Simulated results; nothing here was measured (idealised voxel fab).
This is a process module. Its name is voxel self aligned vias.
For reference, the cross-section in this document is cut, with width 195 nm and square cells of 5 nm.
Cross-sections here: square-cell grids, written as top-down lists of bands, a band being one or more rows of cells.
This entry defines a band. It first specifies the height of the band's top and the height of its bottom in nm, and then specifies the band's materials from left to right, stating each material with its width in nm. The word "full width" identifies a single material that fills the band from edge to edge, while the word "empty" identifies empty space.
Heads up on the height convention: 0 is the point under which the incoming wafer is all one material, and the lowest band has no bottom, it just keeps going down, like "0 -> down".
When a width is written as two numbers, as in "30..40", the first number is the width in the top row of cells of the band and the second is the width in its bottom row, and the width changes by the same amount from each row to the next.
Given "everything unchanged" for a step, no cell of the cross-section differs between before and after that step.
The label "Closed void listing" introduces a list of the empty spaces, 8 cells or larger, that have no open way up to the top; each entry in it reads width x height at distance, where the distance is taken from the left edge and all three are stated in nm.
Anything after a step's settings on that line? It's the simulator's own note about the step.
Among the settings permitted on a step's line is "overlay nm"; applied to a step with a mask, it specifies the extent to which the mask lay to the right of its planned position, whereas a negative figure signifies a position to the left.

-- Listed below are the process steps as planned
1) RECEIVE with material Si
2) CONFORMAL_DEP with material SiO2, thk nm 15
3) CONFORMAL_DEP with material SiCN, thk nm 5
4) DIRECTIONAL_DEP with material SiO2, thk nm 25
5) MASKED_ETCH with tone open, mask id LINES, width nm 25, pitch nm 65, etch materials SiO2, depth nm 25, overlay nm 0
6) CONFORMAL_DEP with material TiN, thk nm 5
7) FILL_DEP with material Ru, thk nm 10
8) CMP with height nm 45
9) SELECTIVE_ETCH with etch materials W Ru TiN, depth nm 5
10) FILL_DEP with material SiN, thk nm 5
11) CMP with height nm 45
12) DIRECTIONAL_DEP with material SiO2, thk nm 15
13) DIRECTIONAL_DEP with material aC, thk nm 10
14) PATTERN with tone open, mask id VIAS, material resist, width nm 35, thk nm 30, overlay nm 0
15) DIRECTIONAL_ETCH with etch materials aC, depth nm 10
16) STRIP with etch materials resist
17) DIRECTIONAL_ETCH with etch materials SiO2, depth nm 15
18) DIRECTIONAL_ETCH with etch materials SiN, depth nm 5
19) STRIP with etch materials aC
20) CONFORMAL_DEP with material TiN, thk nm 5
21) FILL_DEP with material Ru, thk nm 10
22) CMP with height nm 60
23) CONFORMAL_DEP with material SiN, thk nm 5

-- Wafer as received: cross-section following step 1
    0 -> down: Si full width
    Closed void listing: none

-- Figure: cross-sectional view of the wafer upon completion of the module, processed from the initial state and according to the plan depicted above, with one error introduced during execution
    65 -> 60: SiN full width
    60 -> 50: 40 Ru, then 5 TiN, then 35 SiO2, then 5 TiN, then 110 Ru
    50 -> 45: 45 TiN, then 35 SiO2, then 40 TiN, then 15 Ru, then 60 TiN
    45 -> 40: 50 SiO2, then 25 SiN, then 40 SiO2, then 25 TiN, then 55 SiO2
    40 -> 25: 50 SiO2, then 5 TiN, then 15 Ru, then 5 TiN, then 40 SiO2, then 5 TiN, then 15 Ru, then 5 TiN, then 55 SiO2
    25 -> 20: 50 SiO2, then 25 TiN, then 40 SiO2, then 25 TiN, then 55 SiO2
    20 -> 15: SiCN full width
    15 -> 0: SiO2 full width
    0 -> down: Si full width
    Closed void listing: none
Heads up, the wafer didn't run the way we planned it: step 14 ran with different settings than intended, the actual operation and settings being PATTERN with tone cover, mask id VIAS, material resist, width nm 35, thk nm 30, overlay nm 0
